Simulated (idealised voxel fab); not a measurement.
process module | voxel transistor to metal
cross-section cut | 175 nm wide | cells 5 nm
A cross-section is a grid of square cells, given in bands from the top down. A band is one or more rows of cells.
Each band's line starts with the height of the band's top and of its bottom, in nm. Then come its materials from left to right, each with its width in nm. One material with "throughout" fills the band from edge to edge. "air" is empty space.
Height 0 is the level under which the wafer as received is all one material. The lowest band goes on downwards, as in "0 down".
A width such as "30 to 40" changes by the same amount from each row of cells to the next, from the band's top row to its bottom row.
"no change" after a step means that no cell of the cross-section changed.
closed voids: empty space of 8 cells or more with no open way to the top, each as width x height at its distance from the left edge, in nm
after a step's settings: what the simulator itself notes on the step
overlay nm, on a step with a mask: how far to the right of its planned place the mask lay; to the left if negative
plan
1 op RECEIVE | material Si
2 op OXIDIZE | depth nm 5
3 op CONFORMAL_DEP | material SiN | thk nm 10
4 op DIRECTIONAL_DEP | material aC | thk nm 10
5 op PATTERN | tone cover | mask id ACTIVE | material resist | width nm 105 | thk nm 30 | overlay nm 0
6 op DIRECTIONAL_ETCH | etch materials aC | depth nm 10
7 op STRIP | etch materials resist
8 op DIRECTIONAL_ETCH | etch materials SiN | depth nm 10
9 op DIRECTIONAL_ETCH | etch materials SiO2 | depth nm 5
10 op DIRECTIONAL_ETCH | etch materials Si | depth nm 25
11 op STRIP | etch materials aC
12 op FILL_DEP | material SiO2 | thk nm 15
13 op CMP | height nm 10
14 op SELECTIVE_ETCH | etch materials SiO2 | depth nm 5
15 op STRIP | etch materials SiN
16 op SELECTIVE_ETCH | etch materials SiO2 | depth nm 5
17 op OXIDIZE | depth nm 5
18 op DIRECTIONAL_DEP | material polySi | thk nm 30
19 op DIRECTIONAL_DEP | material SiCN | thk nm 15
20 op PATTERN | tone cover | mask id GATE | material resist | width nm 15 | thk nm 20 | overlay nm 0
21 op DIRECTIONAL_ETCH | etch materials SiCN | depth nm 25
22 op DIRECTIONAL_ETCH | etch materials polySi | depth nm 40
23 op STRIP | etch materials resist
24 op CONFORMAL_DEP | material SiO2 | thk nm 5
25 op DIRECTIONAL_ETCH | etch materials SiO2 | depth nm 5
26 op CONFORMAL_DEP | material SiN | thk nm 10
27 op DIRECTIONAL_ETCH | etch materials SiN | depth nm 10
28 op DIRECTIONAL_ETCH | etch materials SiO2 | depth nm 5
29 op DIRECTIONAL_ETCH | etch materials Si | depth nm 15
30 op EPI | material pSi | thk nm 20
31 op FILL_DEP | material SiO2 | thk nm 5
32 op CMP | height nm 40
33 op DIRECTIONAL_DEP | material SiO2 | thk nm 15
34 op PATTERN | tone open | mask id CONTACT | material resist | width nm 20 | pitch nm 65 | thk nm 20 | overlay nm 0
35 op DIRECTIONAL_ETCH | etch materials SiO2 | depth nm 45
36 op STRIP | etch materials resist
37 op CONFORMAL_DEP | material TiN | thk nm 5
38 op FILL_DEP | material Ru | thk nm 5
39 op CMP | height nm 55
40 op DIRECTIONAL_DEP | material TiN | thk nm 5
41 op DIRECTIONAL_DEP | material Ru | thk nm 25
42 op PATTERN | tone cover | mask id METAL_1 | material resist | width nm 20 | pitch nm 65 | thk nm 20 | overlay nm 0
43 op DIRECTIONAL_ETCH | etch materials Ru | depth nm 25
44 op DIRECTIONAL_ETCH | etch materials TiN | depth nm 5
45 op STRIP | etch materials resist
46 op FILL_DEP | material SiO2 | thk nm 5
47 op CMP | height nm 85
48 op CONFORMAL_DEP | material SiN | thk nm 5
as received, after step 1
  0 down: Si throughout
  closed voids: none
a wafer at the end: this start, this plan, one mistake
  90 to 85: SiN throughout
  85 to 60: polySi throughout
  60 to 55: TiN throughout
  55 to 40: SiO2 45 | TiN 5 | Ru 10 | TiN 5 | SiO2 45 | TiN 5 | Ru 10 | TiN 5 | SiO2 45
  40 to 25: SiO2 45 | TiN 5 | Ru 10 | TiN 5 | SiN 10 | SiO2 5 | SiCN 15 | SiO2 5 | SiN 10 | TiN 5 | Ru 10 | TiN 5 | SiO2 45
  25 to 15: SiO2 45 | TiN 5 | Ru 10 | TiN 5 | SiN 10 | SiO2 5 | polySi 15 | SiO2 5 | SiN 10 | TiN 5 | Ru 10 | TiN 5 | SiO2 45
  15 to 10: SiO2 45 | TiN 20 | SiN 10 | SiO2 5 | polySi 15 | SiO2 5 | SiN 10 | TiN 20 | SiO2 45
  10 to 0: SiO2 35 | pSi 30 | SiN 10 | SiO2 5 | polySi 15 | SiO2 5 | SiN 10 | pSi 30 | SiO2 35
  0 to -5: SiO2 35 | SiN 10 | pSi 20 | SiN 10 | SiO2 5 | polySi 15 | SiO2 5 | SiN 10 | pSi 20 | SiN 10 | SiO2 35
  -5 to -10: SiO2 45 | pSi 20 | SiO2 45 | pSi 20 | SiO2 45
  -10 to -25: SiO2 35 | Si 10 | pSi 20 | Si 45 | pSi 20 | Si 10 | SiO2 35
  -25 to -30: SiO2 35 | Si 105 | SiO2 35
  -30 down: Si throughout
  closed voids: none
what went wrong: step 41 ran as: op DIRECTIONAL_DEP | material polySi | thk nm 25
